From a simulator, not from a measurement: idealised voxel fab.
Proc. module: voxel transistor to metal
It is cross-section cut that appears here, measuring 170 nm in width, its square cells being 5 nm in size.
Cross-section format: a grid of square cells, given as bands from top to bottom; each band is one or more rows of cells.
Top, bottom (nm), then materials left to right with widths (nm); lone material tagged "edge to edge" fills the whole band edge to edge; "empty" = empty space.
We count height from 0. Below that, the starting wafer is all one material. The lowest band never ends at the bottom but goes on down; see "from 0 down" for how that is written.
The expression "30->40" gives the width at the extremes of the band, the first number at its top row of cells and the second at its bottom row, with the width changing by equal amounts from each row to the next in between.
The cross-section has no changed cell in any step marked "nothing got changed".
This entry, "Sealed-off cavities", enumerates those empty regions of no fewer than 8 cells that possess no open connection to the top. Each region is reported in the form width x height at distance, the distance being taken from the left edge, with all three quantities expressed in nm.
Step line, after settings: the simulator's comment on this step.
A step's line can hold "overlay nm"; with a mask on that step, the setting says how far right of the planned place the mask lay, while a negative setting says it lay to the left.
**Listed below are the process steps as planned**
step 1: op RECEIVE | material Si
step 2: op CONFORMAL_DEP | material SiO2 | thk nm 5
step 3: op CONFORMAL_DEP | material SiN | thk nm 15
step 4: op DIRECTIONAL_DEP | material aC | thk nm 10
step 5: op PATTERN | tone cover | mask id ACTIVE | material resist | width nm 95 | thk nm 25 | overlay nm 0
step 6: op DIRECTIONAL_ETCH | etch materials aC | depth nm 10
step 7: op STRIP | etch materials resist
step 8: op DIRECTIONAL_ETCH | etch materials SiN | depth nm 15
step 9: op DIRECTIONAL_ETCH | etch materials SiO2 | depth nm 5
step 10: op DIRECTIONAL_ETCH | etch materials Si | depth nm 35
step 11: op STRIP | etch materials aC
step 12: op OXIDIZE | depth nm 5
step 13: op FILL_DEP | material SiO2 | thk nm 10
step 14: op CMP | height nm 20
step 15: op SELECTIVE_ETCH | etch materials SiO2 | depth nm 10
step 16: op STRIP | etch materials SiN
step 17: op SELECTIVE_ETCH | etch materials SiO2 | depth nm 5
step 18: op OXIDIZE | depth nm 5
step 19: op DIRECTIONAL_DEP | material polySi | thk nm 20
step 20: op DIRECTIONAL_DEP | material SiCN | thk nm 15
step 21: op MASKED_ETCH | tone cover | mask id GATE | width nm 15 | etch materials SiCN | depth nm 25 | overlay nm 0
step 22: op MASKED_ETCH | tone cover | mask id GATE | width nm 15 | etch materials polySi | depth nm 30 | overlay nm 0
step 23: op CONFORMAL_DEP | material SiN | thk nm 10
step 24: op DIRECTIONAL_ETCH | etch materials SiN | depth nm 10
step 25: op DIRECTIONAL_ETCH | etch materials SiO2 | depth nm 5
step 26: op DIRECTIONAL_ETCH | etch materials Si | depth nm 5
step 27: op EPI | material SiGe | thk nm 10
step 28: op FILL_DEP | material SiO2 | thk nm 10
step 29: op CMP | height nm 35
step 30: op DIRECTIONAL_DEP | material SiO2 | thk nm 15
step 31: op DIRECTIONAL_DEP | material aC | thk nm 15
step 32: op PATTERN | tone open | mask id CONTACT | material resist | width nm 15 | pitch nm 70 | thk nm 30 | overlay nm 0
step 33: op DIRECTIONAL_ETCH | etch materials aC | depth nm 15
step 34: op STRIP | etch materials resist
step 35: op DIRECTIONAL_ETCH | etch materials SiO2 | depth nm 50
step 36: op STRIP | etch materials aC
step 37: op CONFORMAL_DEP | material TiN | thk nm 5
step 38: op FILL_DEP | material Ru | thk nm 10
step 39: op CMP | height nm 50
step 40: op DIRECTIONAL_DEP | material TiN | thk nm 5
step 41: op DIRECTIONAL_DEP | material W | thk nm 25
step 42: op PATTERN | tone cover | mask id METAL_1 | material resist | width nm 15 | pitch nm 70 | thk nm 20 | overlay nm 0
step 43: op DIRECTIONAL_ETCH | etch materials W | depth nm 25
step 44: op DIRECTIONAL_ETCH | etch materials TiN | depth nm 5
step 45: op STRIP | etch materials resist
step 46: op FILL_DEP | material lowk | thk nm 10
step 47: op CMP | height nm 80
step 48: op CONFORMAL_DEP | material SiCN | thk nm 5
**First wafer of two (run as planned)**
**As received (post step 1): cross-section**
from 0 down = Si edge to edge
Sealed-off cavities: none
**Upon completion of step 2, the wafer appears in cross-section as shown**
from 5 to 0 = SiO2 edge to edge
Lower than 0, everything is as it was.
**Upon completion of step 3, the wafer appears in cross-section as shown**
from 20 to 5 = SiN edge to edge
Lower than 5, everything is as it was.
**Upon completion of step 4, the wafer appears in cross-section as shown**
from 30 to 20 = aC edge to edge
Lower than 20, everything is as it was.
**Upon completion of step 5, the wafer appears in cross-section as shown**
from 55 to 30 = empty 35 / resist 95 / empty 40
Lower than 30, everything is as it was.
**Upon completion of step 6, the wafer appears in cross-section as shown**
from 45 to 30 = empty 35 / resist 95 / empty 40
from 30 to 20 = empty 35 / aC 95 / empty 40
Lower than 20, everything is as it was.
**Upon completion of step 7, the wafer appears in cross-section as shown**
from 30 to 20 = empty 35 / aC 95 / empty 40
Lower than 20, everything is as it was.
**Upon completion of step 8, the wafer appears in cross-section as shown**
from 30 to 20 = empty 35 / aC 95 / empty 40
from 20 to 5 = empty 35 / SiN 95 / empty 40
Lower than 5, everything is as it was.
**Upon completion of step 9, the wafer appears in cross-section as shown**
from 30 to 20 = empty 35 / aC 95 / empty 40
from 20 to 5 = empty 35 / SiN 95 / empty 40
from 5 to 0 = empty 35 / SiO2 95 / empty 40
Lower than 0, everything is as it was.
**Upon completion of step 10, the wafer appears in cross-section as shown**
from 30 to 20 = empty 35 / aC 95 / empty 40
from 20 to 5 = empty 35 / SiN 95 / empty 40
from 5 to 0 = empty 35 / SiO2 95 / empty 40
from 0 to -35 = empty 35 / Si 95 / empty 40
Lower than -35, everything is as it was.
**Upon completion of step 11, the wafer appears in cross-section as shown**
from 20 to 5 = empty 35 / SiN 95 / empty 40
Lower than 5, everything is as it was.
**Upon completion of step 12, the wafer appears in cross-section as shown**
from 20 to 5 = empty 35 / SiN 95 / empty 40
from 5 to 0 = empty 35 / SiO2 95 / empty 40
from 0 to -35 = empty 35 / SiO2 5 / Si 85 / SiO2 5 / empty 40
from -35 to -40 = SiO2 40 / Si 85 / SiO2 45
Lower than -40, everything is as it was.
**Upon completion of step 13, the wafer appears in cross-section as shown**
from 30 to 20 = SiO2 edge to edge
from 20 to 5 = SiO2 35 / SiN 95 / SiO2 40
from 5 to 0 = SiO2 edge to edge
from 0 to -40 = SiO2 40 / Si 85 / SiO2 45
Lower than -40, everything is as it was.
**Upon completion of step 14, the wafer appears in cross-section as shown**
from 20 to 5 = SiO2 35 / SiN 95 / SiO2 40
Lower than 5, everything is as it was.
**Upon completion of step 15, the wafer appears in cross-section as shown**
from 20 to 10 = empty 35 / SiN 95 / empty 40
Lower than 10, everything is as it was.
**Upon completion of step 16, the wafer appears in cross-section as shown**
from 10 to 5 = SiO2 35 / empty 95 / SiO2 40
Lower than 5, everything is as it was.
**Upon completion of step 17, the wafer appears in cross-section as shown**
from 5 to 0 = SiO2 30 / empty 105 / SiO2 35
Lower than 0, everything is as it was.
**Upon completion of step 18, the wafer appears in cross-section as shown**
from 5 to 0 = SiO2 30 / empty 105 / SiO2 35
from 0 to -5 = SiO2 edge to edge
Lower than -5, everything is as it was.
**Upon completion of step 19, the wafer appears in cross-section as shown**
from 25 to 20 = polySi 30 / empty 105 / polySi 35
from 20 to 5 = polySi edge to edge
from 5 to 0 = SiO2 30 / polySi 105 / SiO2 35
Lower than 0, everything is as it was.
**Upon completion of step 20, the wafer appears in cross-section as shown**
from 40 to 35 = SiCN 30 / empty 105 / SiCN 35
from 35 to 25 = SiCN edge to edge
from 25 to 20 = polySi 30 / SiCN 105 / polySi 35
Lower than 20, everything is as it was.
**Upon completion of step 21, the wafer appears in cross-section as shown**
from 35 to 25 = empty 75 / SiCN 15 / empty 80
from 25 to 20 = polySi 30 / empty 45 / SiCN 15 / empty 45 / polySi 35
Lower than 20, everything is as it was.
**Upon completion of step 22, the wafer appears in cross-section as shown**
from 35 to 20 = empty 75 / SiCN 15 / empty 80
from 20 to 5 = empty 75 / polySi 15 / empty 80
from 5 to 0 = SiO2 30 / empty 45 / polySi 15 / empty 45 / SiO2 35
Lower than 0, everything is as it was.
**Upon completion of step 23, the wafer appears in cross-section as shown**
from 45 to 35 = empty 65 / SiN 35 / empty 70
from 35 to 20 = empty 65 / SiN 10 / SiCN 15 / SiN 10 / empty 70
from 20 to 15 = empty 65 / SiN 10 / polySi 15 / SiN 10 / empty 70
from 15 to 10 = SiN 40 / empty 25 / SiN 10 / polySi 15 / SiN 10 / empty 25 / SiN 45
from 10 to 5 = SiN 75 / polySi 15 / SiN 80
from 5 to 0 = SiO2 30 / SiN 45 / polySi 15 / SiN 45 / SiO2 35
Lower than 0, everything is as it was.
**Upon completion of step 24, the wafer appears in cross-section as shown**
from 35 to 20 = empty 65 / SiN 10 / SiCN 15 / SiN 10 / empty 70
from 20 to 5 = empty 65 / SiN 10 / polySi 15 / SiN 10 / empty 70
from 5 to 0 = SiO2 30 / SiN 10 / empty 25 / SiN 10 / polySi 15 / SiN 10 / empty 25 / SiN 10 / SiO2 35
Lower than 0, everything is as it was.
**Upon completion of step 25, the wafer appears in cross-section as shown**
from 35 to 20 = empty 65 / SiN 10 / SiCN 15 / SiN 10 / empty 70
from 20 to 5 = empty 65 / SiN 10 / polySi 15 / SiN 10 / empty 70
from 5 to 0 = empty 30 / SiN 10 / empty 25 / SiN 10 / polySi 15 / SiN 10 / empty 25 / SiN 10 / empty 35
from 0 to -5 = SiO2 40 / empty 25 / SiO2 35 / empty 25 / SiO2 45
Lower than -5, everything is as it was.
**Upon completion of step 26, the wafer appears in cross-section as shown**
from 35 to 20 = empty 65 / SiN 10 / SiCN 15 / SiN 10 / empty 70
from 20 to 5 = empty 65 / SiN 10 / polySi 15 / SiN 10 / empty 70
from 5 to 0 = empty 30 / SiN 10 / empty 25 / SiN 10 / polySi 15 / SiN 10 / empty 25 / SiN 10 / empty 35
from 0 to -5 = SiO2 40 / empty 25 / SiO2 35 / empty 25 / SiO2 45
from -5 to -10 = SiO2 40 / empty 25 / Si 35 / empty 25 / SiO2 45
Lower than -10, everything is as it was.
**Upon completion of step 27, the wafer appears in cross-section as shown**
from 35 to 20 = empty 65 / SiN 10 / SiCN 15 / SiN 10 / empty 70
from 20 to 5 = empty 65 / SiN 10 / polySi 15 / SiN 10 / empty 70
from 5 to 0 = empty 30 / SiN 10 / empty 15 / SiGe 10 / SiN 10 / polySi 15 / SiN 10 / SiGe 10 / empty 15 / SiN 10 / empty 35
from 0 to -5 = SiO2 40 / SiGe 25 / SiO2 35 / SiGe 25 / SiO2 45
from -5 to -10 = SiO2 40 / SiGe 25 / Si 35 / SiGe 25 / SiO2 45
Lower than -10, everything is as it was.
**Upon completion of step 28, the wafer appears in cross-section as shown**
from 45 to 35 = SiO2 edge to edge
from 35 to 20 = SiO2 65 / SiN 10 / SiCN 15 / SiN 10 / SiO2 70
from 20 to 5 = SiO2 65 / SiN 10 / polySi 15 / SiN 10 / SiO2 70
from 5 to 0 = SiO2 30 / SiN 10 / SiO2 15 / SiGe 10 / SiN 10 / polySi 15 / SiN 10 / SiGe 10 / SiO2 15 / SiN 10 / SiO2 35
Lower than 0, everything is as it was.
**Upon completion of step 29, the wafer appears in cross-section as shown**
from 35 to 20 = SiO2 65 / SiN 10 / SiCN 15 / SiN 10 / SiO2 70
Lower than 20, everything is as it was.
**Upon completion of step 30, the wafer appears in cross-section as shown**
from 50 to 35 = SiO2 edge to edge
Lower than 35, everything is as it was.
**Upon completion of step 31, the wafer appears in cross-section as shown**
from 65 to 50 = aC edge to edge
Lower than 50, everything is as it was.
**Upon completion of step 32, the wafer appears in cross-section as shown**
from 95 to 65 = resist 40 / empty 15 / resist 55 / empty 15 / resist 45
Lower than 65, everything is as it was.
**Upon completion of step 33, the wafer appears in cross-section as shown**
from 80 to 65 = resist 40 / empty 15 / resist 55 / empty 15 / resist 45
from 65 to 50 = aC 40 / empty 15 / aC 55 / empty 15 / aC 45
Lower than 50, everything is as it was.
**Upon completion of step 34, the wafer appears in cross-section as shown**
from 65 to 50 = aC 40 / empty 15 / aC 55 / empty 15 / aC 45
Lower than 50, everything is as it was.
**Upon completion of step 35, the wafer appears in cross-section as shown**
from 65 to 50 = aC 40 / empty 15 / aC 55 / empty 15 / aC 45
from 50 to 35 = SiO2 40 / empty 15 / SiO2 55 / empty 15 / SiO2 45
from 35 to 20 = SiO2 40 / empty 15 / SiO2 10 / SiN 10 / SiCN 15 / SiN 10 / SiO2 10 / empty 15 / SiO2 45
from 20 to 5 = SiO2 40 / empty 15 / SiO2 10 / SiN 10 / polySi 15 / SiN 10 / SiO2 10 / empty 15 / SiO2 45
from 5 to 0 = SiO2 30 / SiN 10 / empty 15 / SiGe 10 / SiN 10 / polySi 15 / SiN 10 / SiGe 10 / empty 15 / SiN 10 / SiO2 35
Lower than 0, everything is as it was.
**Upon completion of step 36, the wafer appears in cross-section as shown**
from 50 to 35 = SiO2 40 / empty 15 / SiO2 55 / empty 15 / SiO2 45
Lower than 35, everything is as it was.
**Upon completion of step 37, the wafer appears in cross-section as shown**
from 55 to 50 = TiN 45 / empty 5 / TiN 65 / empty 5 / TiN 50
from 50 to 35 = SiO2 40 / TiN 5 / empty 5 / TiN 5 / SiO2 55 / TiN 5 / empty 5 / TiN 5 / SiO2 45
from 35 to 20 = SiO2 40 / TiN 5 / empty 5 / TiN 5 / SiO2 10 / SiN 10 / SiCN 15 / SiN 10 / SiO2 10 / TiN 5 / empty 5 / TiN 5 / SiO2 45
from 20 to 5 = SiO2 40 / TiN 5 / empty 5 / TiN 5 / SiO2 10 / SiN 10 / polySi 15 / SiN 10 / SiO2 10 / TiN 5 / empty 5 / TiN 5 / SiO2 45
from 5 to 0 = SiO2 30 / SiN 10 / TiN 15 / SiGe 10 / SiN 10 / polySi 15 / SiN 10 / SiGe 10 / TiN 15 / SiN 10 / SiO2 35
Lower than 0, everything is as it was.
**Upon completion of step 38, the wafer appears in cross-section as shown**
from 65 to 55 = Ru edge to edge
from 55 to 50 = TiN 45 / Ru 5 / TiN 65 / Ru 5 / TiN 50
from 50 to 35 = SiO2 40 / TiN 5 / Ru 5 / TiN 5 / SiO2 55 / TiN 5 / Ru 5 / TiN 5 / SiO2 45
from 35 to 20 = SiO2 40 / TiN 5 / Ru 5 / TiN 5 / SiO2 10 / SiN 10 / SiCN 15 / SiN 10 / SiO2 10 / TiN 5 / Ru 5 / TiN 5 / SiO2 45
from 20 to 5 = SiO2 40 / TiN 5 / Ru 5 / TiN 5 / SiO2 10 / SiN 10 / polySi 15 / SiN 10 / SiO2 10 / TiN 5 / Ru 5 / TiN 5 / SiO2 45
Lower than 5, everything is as it was.
**Upon completion of step 39, the wafer appears in cross-section as shown**
from 50 to 35 = SiO2 40 / TiN 5 / Ru 5 / TiN 5 / SiO2 55 / TiN 5 / Ru 5 / TiN 5 / SiO2 45
Lower than 35, everything is as it was.
**Upon completion of step 40, the wafer appears in cross-section as shown**
from 55 to 50 = TiN edge to edge
Lower than 50, everything is as it was.
**Upon completion of step 41, the wafer appears in cross-section as shown**
from 80 to 55 = W edge to edge
Lower than 55, everything is as it was.
**Upon completion of step 42, the wafer appears in cross-section as shown**
from 100 to 80 = empty 40 / resist 15 / empty 55 / resist 15 / empty 45
Lower than 80, everything is as it was.
**Upon completion of step 43, the wafer appears in cross-section as shown**
from 100 to 80 = empty 40 / resist 15 / empty 55 / resist 15 / empty 45
from 80 to 55 = empty 40 / W 15 / empty 55 / W 15 / empty 45
Lower than 55, everything is as it was.
**Upon completion of step 44, the wafer appears in cross-section as shown**
from 100 to 80 = empty 40 / resist 15 / empty 55 / resist 15 / empty 45
from 80 to 55 = empty 40 / W 15 / empty 55 / W 15 / empty 45
from 55 to 50 = empty 40 / TiN 15 / empty 55 / TiN 15 / empty 45
Lower than 50, everything is as it was.
**Upon completion of step 45, the wafer appears in cross-section as shown**
from 80 to 55 = empty 40 / W 15 / empty 55 / W 15 / empty 45
Lower than 55, everything is as it was.
**Upon completion of step 46, the wafer appears in cross-section as shown**
from 90 to 80 = lowk edge to edge
from 80 to 55 = lowk 40 / W 15 / lowk 55 / W 15 / lowk 45
from 55 to 50 = lowk 40 / TiN 15 / lowk 55 / TiN 15 / lowk 45
Lower than 50, everything is as it was.
**Upon completion of step 47, the wafer appears in cross-section as shown**
from 80 to 55 = lowk 40 / W 15 / lowk 55 / W 15 / lowk 45
Lower than 55, everything is as it was.
**Upon completion of step 48, the wafer appears in cross-section as shown**
from 85 to 80 = SiCN edge to edge
Lower than 80, everything is as it was.
**It is to be noted that the second wafer proceeded from the same initial state and according to the same plan as the first, although one mistake was committed in its execution; through step 26, inclusive, the two wafers share an identical history**
**Second wafer cross-section, taken as of the time the plan sets for step 27 to be done**
from 35 to 20 = empty 65 / SiN 10 / SiCN 15 / SiN 10 / empty 70
from 20 to 10 = empty 65 / SiN 10 / polySi 15 / SiN 10 / empty 70
from 10 to 5 = empty 50 / SiGe 15 / SiN 10 / polySi 15 / SiN 10 / SiGe 15 / empty 55
from 5 to 0 = empty 30 / SiN 10 / SiGe 25 / SiN 10 / polySi 15 / SiN 10 / SiGe 25 / SiN 10 / empty 35
from 0 to -5 = SiO2 40 / SiGe 25 / SiO2 35 / SiGe 25 / SiO2 45
from -5 to -10 = SiO2 40 / SiGe 25 / Si 35 / SiGe 25 / SiO2 45
Lower than -10, everything is as it was.
**Second wafer cross-section, taken as of the time the plan sets for step 28 to be done**
from 45 to 35 = SiO2 edge to edge
from 35 to 20 = SiO2 65 / SiN 10 / SiCN 15 / SiN 10 / SiO2 70
from 20 to 10 = SiO2 65 / SiN 10 / polySi 15 / SiN 10 / SiO2 70
from 10 to 5 = SiO2 50 / SiGe 15 / SiN 10 / polySi 15 / SiN 10 / SiGe 15 / SiO2 55
from 5 to 0 = SiO2 30 / SiN 10 / SiGe 25 / SiN 10 / polySi 15 / SiN 10 / SiGe 25 / SiN 10 / SiO2 35
Lower than 0, everything is as it was.
**Second wafer cross-section, taken as of the time the plan sets for step 29 to be done**
from 35 to 20 = SiO2 65 / SiN 10 / SiCN 15 / SiN 10 / SiO2 70
Lower than 20, everything is as it was.
**Second wafer cross-section, taken as of the time the plan sets for step 30 to be done**
from 50 to 35 = SiO2 edge to edge
Lower than 35, everything is as it was.
**Second wafer cross-section, taken as of the time the plan sets for step 31 to be done**
from 65 to 50 = aC edge to edge
Lower than 50, everything is as it was.
**Second wafer cross-section, taken as of the time the plan sets for step 32 to be done**
from 95 to 65 = resist 40 / empty 15 / resist 55 / empty 15 / resist 45
Lower than 65, everything is as it was.
**Second wafer cross-section, taken as of the time the plan sets for step 33 to be done**
from 80 to 65 = resist 40 / empty 15 / resist 55 / empty 15 / resist 45
from 65 to 50 = aC 40 / empty 15 / aC 55 / empty 15 / aC 45
Lower than 50, everything is as it was.
**Second wafer cross-section, taken as of the time the plan sets for step 34 to be done**
from 65 to 50 = aC 40 / empty 15 / aC 55 / empty 15 / aC 45
Lower than 50, everything is as it was.
**Second wafer cross-section, taken as of the time the plan sets for step 35 to be done**
from 65 to 50 = aC 40 / empty 15 / aC 55 / empty 15 / aC 45
from 50 to 35 = SiO2 40 / empty 15 / SiO2 55 / empty 15 / SiO2 45
from 35 to 20 = SiO2 40 / empty 15 / SiO2 10 / SiN 10 / SiCN 15 / SiN 10 / SiO2 10 / empty 15 / SiO2 45
from 20 to 10 = SiO2 40 / empty 15 / SiO2 10 / SiN 10 / polySi 15 / SiN 10 / SiO2 10 / empty 15 / SiO2 45
from 10 to 5 = SiO2 40 / empty 10 / SiGe 15 / SiN 10 / polySi 15 / SiN 10 / SiGe 15 / empty 10 / SiO2 45
Lower than 5, everything is as it was.
**Second wafer cross-section, taken as of the time the plan sets for step 36 to be done**
from 50 to 35 = SiO2 40 / empty 15 / SiO2 55 / empty 15 / SiO2 45
Lower than 35, everything is as it was.
**Second wafer cross-section, taken as of the time the plan sets for step 37 to be done**
from 55 to 50 = TiN 45 / empty 5 / TiN 65 / empty 5 / TiN 50
from 50 to 35 = SiO2 40 / TiN 5 / empty 5 / TiN 5 / SiO2 55 / TiN 5 / empty 5 / TiN 5 / SiO2 45
from 35 to 20 = SiO2 40 / TiN 5 / empty 5 / TiN 5 / SiO2 10 / SiN 10 / SiCN 15 / SiN 10 / SiO2 10 / TiN 5 / empty 5 / TiN 5 / SiO2 45
from 20 to 15 = SiO2 40 / TiN 5 / empty 5 / TiN 5 / SiO2 10 / SiN 10 / polySi 15 / SiN 10 / SiO2 10 / TiN 5 / empty 5 / TiN 5 / SiO2 45
from 15 to 10 = SiO2 40 / TiN 15 / SiO2 10 / SiN 10 / polySi 15 / SiN 10 / SiO2 10 / TiN 15 / SiO2 45
from 10 to 5 = SiO2 40 / TiN 10 / SiGe 15 / SiN 10 / polySi 15 / SiN 10 / SiGe 15 / TiN 10 / SiO2 45
Lower than 5, everything is as it was.
**Second wafer cross-section, taken as of the time the plan sets for step 38 to be done**
from 65 to 55 = Ru edge to edge
from 55 to 50 = TiN 45 / Ru 5 / TiN 65 / Ru 5 / TiN 50
from 50 to 35 = SiO2 40 / TiN 5 / Ru 5 / TiN 5 / SiO2 55 / TiN 5 / Ru 5 / TiN 5 / SiO2 45
from 35 to 20 = SiO2 40 / TiN 5 / Ru 5 / TiN 5 / SiO2 10 / SiN 10 / SiCN 15 / SiN 10 / SiO2 10 / TiN 5 / Ru 5 / TiN 5 / SiO2 45
from 20 to 15 = SiO2 40 / TiN 5 / Ru 5 / TiN 5 / SiO2 10 / SiN 10 / polySi 15 / SiN 10 / SiO2 10 / TiN 5 / Ru 5 / TiN 5 / SiO2 45
Lower than 15, everything is as it was.
**Second wafer cross-section, taken as of the time the plan sets for step 39 to be done**
from 50 to 35 = SiO2 40 / TiN 5 / Ru 5 / TiN 5 / SiO2 55 / TiN 5 / Ru 5 / TiN 5 / SiO2 45
Lower than 35, everything is as it was.
**Second wafer cross-section, taken as of the time the plan sets for step 40 to be done**
from 55 to 50 = TiN edge to edge
Lower than 50, everything is as it was.
**Second wafer cross-section, taken as of the time the plan sets for step 41 to be done**
from 80 to 55 = W edge to edge
Lower than 55, everything is as it was.
**Second wafer cross-section, taken as of the time the plan sets for step 42 to be done**
from 100 to 80 = empty 40 / resist 15 / empty 55 / resist 15 / empty 45
Lower than 80, everything is as it was.
**Second wafer cross-section, taken as of the time the plan sets for step 43 to be done**
from 100 to 80 = empty 40 / resist 15 / empty 55 / resist 15 / empty 45
from 80 to 55 = empty 40 / W 15 / empty 55 / W 15 / empty 45
Lower than 55, everything is as it was.
**Second wafer cross-section, taken as of the time the plan sets for step 44 to be done**
from 100 to 80 = empty 40 / resist 15 / empty 55 / resist 15 / empty 45
from 80 to 55 = empty 40 / W 15 / empty 55 / W 15 / empty 45
from 55 to 50 = empty 40 / TiN 15 / empty 55 / TiN 15 / empty 45
Lower than 50, everything is as it was.
**Second wafer cross-section, taken as of the time the plan sets for step 45 to be done**
from 80 to 55 = empty 40 / W 15 / empty 55 / W 15 / empty 45
Lower than 55, everything is as it was.
**Second wafer cross-section, taken as of the time the plan sets for step 46 to be done**
from 90 to 80 = lowk edge to edge
from 80 to 55 = lowk 40 / W 15 / lowk 55 / W 15 / lowk 45
from 55 to 50 = lowk 40 / TiN 15 / lowk 55 / TiN 15 / lowk 45
Lower than 50, everything is as it was.
**Second wafer cross-section, taken as of the time the plan sets for step 47 to be done**
from 80 to 55 = lowk 40 / W 15 / lowk 55 / W 15 / lowk 45
Lower than 55, everything is as it was.
**Second wafer cross-section, taken as of the time the plan sets for step 48 to be done**
from 85 to 80 = SiCN edge to edge
Lower than 80, everything is as it was.
What broke from the plan during processing? step 27 was run on a setting that differed from the plan, and what really ran there is op EPI | material SiGe | thk nm 15
Heads up, by the end the second wafer has more or fewer cells of some materials compared to the first: Ru: 4 fewer, SiGe: 12 more, SiO2: 4 fewer, TiN: 4 fewer
